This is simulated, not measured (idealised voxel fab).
This is a process module. Its name is voxel local oxidation.
The figure presents cross-section cut, which has a width of 185 nm and is divided into square cells with an edge length of 5 nm.
How to read a cross-section here: the picture is a grid of square cells, written as bands going from the top down, and any band can span one or more rows of cells. Heads up on the band format: heights come first, top then bottom, in nm. After that it's the materials left to right, each with its width in nm. A single material flagged "everywhere" fills the whole band edge to edge, and "blank" means there's empty space there. Measure heights from 0. That's the level where, below it, the as-received wafer is all one material. The lowest band is bottomless and extends downward; write it as in "0 -> down". Top row gets the first number, bottom row gets the second, and each row in between changes by the same step: that is how a band width like "30->40" works. "no alteration", as given for a step, is the statement that not any cell of the cross-section underwent a change during that step. You'll see "Catalogued sealed voids" listing empty spaces that have no way open to the top, as long as they're 8 cells or more; the notation is width x height at distance, where the distance is from the left edge, and all of it is in nm. On each step's line, the part that comes after the settings is the simulator's own comment on the step. Regarding "overlay nm": on a step with a mask, it is the distance the mask lay to the right of its planned place; a negative value places it to the left.
So here's the lineup of process steps we planned:
1. RECEIVE, material Si
2. CONFORMAL_DEP, material SiO2, thk nm 5
3. CONFORMAL_DEP, material SiN, thk nm 10
4. MASKED_ETCH, tone cover, mask id ACTIVE, width nm 90, etch materials SiN, depth nm 10, overlay nm 0
5. SELECTIVE_ETCH, etch materials SiO2, depth nm 5
6. OXIDIZE, depth nm 10
7. STRIP, etch materials SiN
Wafer as received: cross-section following step 1:
0 -> down = Si everywhere
Catalogued sealed voids: none
Cross-sectional result after module completion. Note: starting condition and plan are unchanged from above; one processing mistake was made:
5 -> 0 = blank 60; SiO2 60; blank 65
0 -> -10 = SiO2 70; Si 40; SiO2 75
-10 -> down = Si everywhere
Catalogued sealed voids: none
Finding, execution versus plan: in deviation from the planned setting, step 5 was conducted as SELECTIVE_ETCH, etch materials SiO2, depth nm 15
